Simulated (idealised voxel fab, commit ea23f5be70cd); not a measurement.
The document below concerns the process module designated voxel gate over fins.
Section shown: cut. Width: 240 nm. Cell size: 5 nm, square.
Throughout this document, each cross-section is represented as a grid of square cells and is presented as a sequence of bands enumerated from the top downward, where a band comprises one or more rows of cells.
In this notation a band is specified by the heights of its top and bottom, in that order and in nm, after which its materials appear from left to right, each paired with its width in nm. The word "full width" attached to a single material means that material fills the band from edge to edge; the word "empty" stands for empty space.
Convention: height 0 is the level below which the wafer, as received, is all one material. The lowest band does not terminate at the bottom but continues downward, represented as "0 and below".
A two-number width, for instance "30..40", indicates that the width is equal to the first number in the top row of the band and to the second number in the bottom row, and that it changes by a constant amount per row of cells.
Step marked "nothing got changed"? Then no cell in the cross-section changed in it.
Closed empty spaces (no open way to the top) of 8 cells or more are what "closed voids" lists, each as width x height at distance from the left edge, nm for all three.
Where a step's line continues beyond its settings, the continuation is a remark by the simulator itself on that step.
The setting "overlay nm" may be written on the line of a step. When the step uses a mask, the value reports how far to the right of the planned place the mask lay, and a negative value reports that it lay to the left.
# Intended process steps
| 1 | RECEIVE with material Si |
| 2 | CONFORMAL_DEP with material SiN, thk nm 5 |
| 3 | PATTERN with tone cover, mask id FINS, material resist, width nm 15, pitch nm 55, thk nm 20, overlay nm 0 |
| 4 | DIRECTIONAL_ETCH with etch materials SiN, depth nm 5 |
| 5 | DIRECTIONAL_ETCH with etch materials Si, depth nm 35 |
| 6 | STRIP with etch materials resist |
| 7 | OXIDIZE with depth nm 5 |
| 8 | FILL_DEP with material SiO2, thk nm 15 |
| 9 | CMP with height nm 0 |
| 10 | MASKED_ETCH with tone open, mask id RAIL, width nm 15, etch materials SiO2, depth nm 35, overlay nm 0 |
| 11 | CONFORMAL_DEP with material TiN, thk nm 5 |
| 12 | FILL_DEP with material Ru, thk nm 10 |
| 13 | CMP with height nm 5 |
| 14 | SELECTIVE_ETCH with etch materials W Ru TiN, depth nm 25 |
| 15 | FILL_DEP with material SiO2, thk nm 5 |
| 16 | CMP with height nm 5 |
| 17 | SELECTIVE_ETCH with etch materials SiO2, depth nm 15 |
| 18 | STRIP with etch materials SiN |
| 19 | CONFORMAL_DEP with material HfO2, thk nm 5 |
| 20 | CONFORMAL_DEP with material TiN, thk nm 5 |
| 21 | CONFORMAL_DEP with material TiAl, thk nm 5 |
| 22 | CONFORMAL_DEP with material TiN, thk nm 5 |
| 23 | FILL_DEP with material W, thk nm 10 |
| 24 | CMP with height nm 25 |
| 25 | CONFORMAL_DEP with material SiCN, thk nm 10 |
Where the wafers of this document differ is in the height nm of step 9; they start out the same, and the plan states the value that applied to the first wafer.
# The first of several wafers, as received after step 1, seen in section
  0 and below  Si full width
  closed voids: none
# At the end of the module, after its last step, step 25, the first of several wafers appears in cross-section as follows
  35 down to 25  SiCN full width
  25 down to 20  W full width
  20 down to 15  W 70 / TiN 45 / W 10 / TiN 45 / W 70
  15 down to 10  W 70 / TiN 5 / TiAl 35 / TiN 5 / W 10 / TiN 5 / TiAl 35 / TiN 5 / W 70
  10 down to 5  TiN 75 / TiAl 5 / TiN 25 / TiAl 5 / TiN 20 / TiAl 5 / TiN 25 / TiAl 5 / TiN 75
  5 down to 0  TiAl 80 / TiN 5 / HfO2 15 / TiN 5 / TiAl 30 / TiN 5 / HfO2 15 / TiN 5 / TiAl 80
  0 down to -5  TiN 85 / HfO2 5 / Si 5 / HfO2 5 / TiN 40 / HfO2 5 / Si 5 / HfO2 5 / TiN 85
  -5 down to -10  HfO2 90 / Si 5 / HfO2 50 / Si 5 / HfO2 90
  -10 down to -20  SiO2 90 / Si 5 / SiO2 50 / Si 5 / SiO2 90
  -20 down to -30  SiO2 90 / Si 5 / SiO2 15 / TiN 5 / Ru 5 / TiN 5 / SiO2 20 / Si 5 / SiO2 90
  -30 down to -35  SiO2 90 / Si 5 / SiO2 15 / TiN 15 / SiO2 20 / Si 5 / SiO2 90
  -35 down to -40  SiO2 90 / Si 5 / SiO2 50 / Si 5 / SiO2 90
  -40 and below  Si full width
  closed voids: none
# Here's the last wafer cross-sectioned at the end of the module
  35 down to 25  SiCN full width
  25 down to 20  W full width
  20 down to 15  W 70 / TiN 45 / W 10 / TiN 45 / W 70
  15 down to 10  W 70 / TiN 5 / TiAl 35 / TiN 5 / W 10 / TiN 5 / TiAl 35 / TiN 5 / W 70
  10 down to 5  TiN 75 / TiAl 5 / TiN 25 / TiAl 5 / TiN 20 / TiAl 5 / TiN 25 / TiAl 5 / TiN 75
  5 down to 0  TiAl 80 / TiN 5 / HfO2 15 / TiN 5 / TiAl 30 / TiN 5 / HfO2 15 / TiN 5 / TiAl 80
  0 down to -5  TiN 85 / HfO2 5 / Si 5 / HfO2 5 / TiN 40 / HfO2 5 / Si 5 / HfO2 5 / TiN 85
  -5 down to -10  HfO2 90 / Si 5 / HfO2 50 / Si 5 / HfO2 90
  -10 down to -40  SiO2 90 / Si 5 / SiO2 50 / Si 5 / SiO2 90
  -40 and below  Si full width
  closed voids: none
# Heads up, this table goes wafer by wafer. A row tells you, at the end of the module, how many cells of each material that wafer has put on (+) or dropped (-) since it was received, and then its closed voids
height nm 0 | +56 HfO2 | +2 Ru | -368 Si | +96 SiCN | +267 SiO2 | +56 TiAl | +119 TiN | +108 W | closed voids: none
height nm 5 | +56 HfO2 | +1 Ru | -368 Si | +96 SiCN | +270 SiO2 | +56 TiAl | +117 TiN | +108 W | closed voids: none
height nm 10 | +56 HfO2 | -368 Si | +96 SiCN | +273 SiO2 | +56 TiAl | +115 TiN | +108 W | closed voids: none
height nm 15 | +56 HfO2 | -368 Si | +96 SiCN | +276 SiO2 | +56 TiAl | +112 TiN | +108 W | closed voids: none
height nm 20 | +56 HfO2 | -368 Si | +96 SiCN | +276 SiO2 | +56 TiAl | +112 TiN | +108 W | closed voids: none
